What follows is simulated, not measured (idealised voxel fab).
This is a process module. Its name is voxel released beams.
Square cell edge 5 nm, section width 230 nm, ID cut.
When this document writes out a cross-section, it uses a grid of square cells and lists it as bands, beginning at the top and moving down, with a band standing for one or more rows of cells.
Band: top height; bottom height; in nm. Then, left to right: material with width in nm, for each material. "edge to edge": a single material spanning edge to edge. "empty": empty space.
Below 0: as-received wafer, all one material; heights counted from there. Lowest band: no bottom, goes on down, written "0 and below".
The two numbers in a width such as "30->40" mark its ends across the band: the first belongs to the top row of cells, the second to the bottom row, and from each row to the next the width moves by the same amount.
Given "nothing got changed" for a step, no cell of the cross-section differs between before and after that step.
In the "Enclosed void catalog" entry, you get each enclosed empty space of 8 cells or more, one with no open way to the top, written width x height at distance, distance from the left edge, in nm.
The remark found on a step's line after its settings is issued by the simulator itself and pertains to that step.
overlay nm: on a step with a mask, how far right of its planned place the mask lay; negative means left.

PROCESS STEPS FORESEEN IN THE PLAN
1,RECEIVE, material Si
2,CONFORMAL_DEP, material SiN, thk nm 5
3,DIRECTIONAL_DEP, material SiO2, thk nm 10
4,PATTERN, tone open, mask id ANCHOR, material resist, width nm 25, thk nm 20, overlay nm 0
5,DIRECTIONAL_ETCH, etch materials SiO2, depth nm 10
6,STRIP, etch materials resist
7,CONFORMAL_DEP, material polySi, thk nm 10
8,DIRECTIONAL_DEP, material aC, thk nm 10
9,PATTERN, tone cover, mask id BEAM, material resist, width nm 95, thk nm 30, overlay nm 0
10,DIRECTIONAL_ETCH, etch materials aC, depth nm 10
11,STRIP, etch materials resist
12,DIRECTIONAL_ETCH, etch materials polySi, depth nm 10
13,STRIP, etch materials aC
14,STRIP, etch materials SiO2

CROSS-SECTION OF THE WAFER AS IT CAME TO US, I.E., ALREADY THROUGH STEP 1
    0 and below = Si edge to edge
    Enclosed void catalog: none

WAFER CROSS-SECTION AT MODULE END: FIRST OF TWO, RUN TO PLAN
    25 down to 15 = 65 of empty; 15 of polySi; 5 of empty; 75 of polySi; 70 of empty
    15 down to 5 = 70 of empty; 25 of polySi; 135 of empty
    5 down to 0 = SiN edge to edge
    0 and below = Si edge to edge
    Enclosed void catalog: none

WAFER TWO, END OF MODULE, CROSS-SECTION. SAME START, SAME PLAN AS WAFER ONE. ONE MISTAKE IN THE RUN
    25 down to 15 = 65 of empty; 40 of polySi; 125 of empty
    15 down to 5 = 60 of empty; 10 of polySi; 25 of SiO2; 65 of polySi; 70 of empty
    5 down to 0 = SiN edge to edge
    0 and below = Si edge to edge
    Enclosed void catalog: none
Diagnosis: in deviation from the planned setting, step 4 was conducted as PATTERN, tone cover, mask id ANCHOR, material resist, width nm 25, thk nm 20, overlay nm 0
The final cell counts differ between the wafers, with the second having more or fewer of some materials than the first: +10 SiO2
